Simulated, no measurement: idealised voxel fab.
Process module, titled voxel self aligned contacts
We display cut, a cross-section 185 nm in width whose square cells are each 5 nm.
When this document writes out a cross-section, it uses a grid of square cells and lists it as bands, beginning at the top and moving down, with a band standing for one or more rows of cells. Read a band's entry like this: the first values are the height of its top and the height of its bottom in nm, and what follows is the sequence of materials from left to right, each with its width in nm. Note that "empty" is empty space, and that a single material marked "edge to edge" reaches across the band from edge to edge. For the purposes of this specification, 0 denotes the height below which the wafer in its as-received condition is composed wholly of one material, and the lowermost band, lacking a lower limit, extends downward without end, as expressed in "from 0 down". Quick explanation for "30 to 40": the width changes in equal steps down the rows of cells, from the first number in the band's top row to the second number in its bottom row. Step marked "stayed the same"? Then no cell in the cross-section changed in it. "Closed void table": sealed empty spaces, 8 cells or more, no open way to top, listed width x height at distance, with distance from the left edge and width, height and distance in nm. Read whatever lies past the settings on a step's line as the simulator's own remark about the step. Regarding "overlay nm": on a step with a mask, it is the distance the mask lay to the right of its planned place; a negative value places it to the left.
This section lists the process steps that were planned
- 1: RECEIVE | material Si
- 2: OXIDIZE | depth nm 5
- 3: DIRECTIONAL_DEP | material polySi | thk nm 25
- 4: DIRECTIONAL_DEP | material SiN | thk nm 25
- 5: DIRECTIONAL_DEP | material aC | thk nm 10
- 6: PATTERN | tone cover | mask id GATE | material resist | width nm 25 | pitch nm 65 | thk nm 30 | overlay nm 0
- 7: DIRECTIONAL_ETCH | etch materials aC | depth nm 10
- 8: STRIP | etch materials resist
- 9: DIRECTIONAL_ETCH | etch materials SiN | depth nm 25
- 10: DIRECTIONAL_ETCH | etch materials polySi | depth nm 25
- 11: STRIP | etch materials aC
- 12: CONFORMAL_DEP | material SiN | thk nm 10
- 13: DIRECTIONAL_ETCH | etch materials SiN | depth nm 10
- 14: FILL_DEP | material SiO2 | thk nm 20
- 15: CMP | height nm 60
- 16: MASKED_ETCH | tone open | mask id CONTACT | width nm 50 | pitch nm 65 | etch materials SiO2 | depth nm 65 | overlay nm 0
- 17: CONFORMAL_DEP | material TiN | thk nm 5
- 18: FILL_DEP | material W | thk nm 5
- 19: CMP | height nm 60
- 20: CONFORMAL_DEP | material SiCN | thk nm 5
Wafer at receipt (post step 1), cross-section
from 0 down  Si edge to edge
Closed void table: none
First of two wafers: cross-section at end of module, run per plan
from 65 to 60  SiCN edge to edge
from 60 to 50  SiO2=35 | TiN=5 to 20 | W=40 to 10 | TiN=5 to 20 | SiO2=15 | TiN=5 to 20 | W=40 to 10 | TiN=5 to 20 | SiO2=35
from 50 to 25  SiO2=5 | SiN=45 | TiN=5 | W=10 | TiN=5 | SiN=45 | TiN=5 | W=10 | TiN=5 | SiN=45 | SiO2=5
from 25 to 0  SiO2=5 | SiN=10 | polySi=25 | SiN=10 | TiN=5 | W=10 | TiN=5 | SiN=10 | polySi=25 | SiN=10 | TiN=5 | W=10 | TiN=5 | SiN=10 | polySi=25 | SiN=10 | SiO2=5
from 0 to -5  SiO2=50 | TiN=20 | SiO2=45 | TiN=20 | SiO2=50
from -5 down  Si edge to edge
Closed void table: none
Cross-section at end of module for the second wafer of two, which matched the first in starting point and plan and differed by one mistake in its processing
from 65 to 60  SiCN edge to edge
from 60 to 50  SiO2=35 | TiN=5 to 20 | W=40 to 10 | TiN=5 to 20 | SiO2=15 | TiN=5 to 20 | W=40 to 10 | TiN=5 to 20 | SiO2=35
from 50 to 25  SiO2=5 | SiN=45 | TiN=5 | W=10 | TiN=5 | SiN=45 | TiN=5 | W=10 | TiN=5 | SiN=45 | SiO2=5
from 25 to 15  SiO2=5 | SiN=10 | polySi=25 | SiN=10 | TiN=5 | W=10 | TiN=5 | SiN=10 | polySi=25 | SiN=10 | TiN=5 | W=10 | TiN=5 | SiN=10 | polySi=25 | SiN=10 | SiO2=5
from 15 to 10  SiO2=5 | SiN=10 | polySi=25 | SiN=10 | TiN=20 | SiN=10 | polySi=25 | SiN=10 | TiN=20 | SiN=10 | polySi=25 | SiN=10 | SiO2=5
from 10 to 0  SiN=15 | polySi=25 | SiN=40 | polySi=25 | SiN=40 | polySi=25 | SiN=15
from 0 to -5  SiO2 edge to edge
from -5 down  Si edge to edge
Closed void table: none
Nonconformance to the process plan: ran 12 and 13 in swapped order versus the plan
The closing comparison, in cells, has the second wafer with more or fewer of some materials than the first: SiN: 20 more | SiO2: 4 more | TiN: 12 fewer | W: 12 fewer
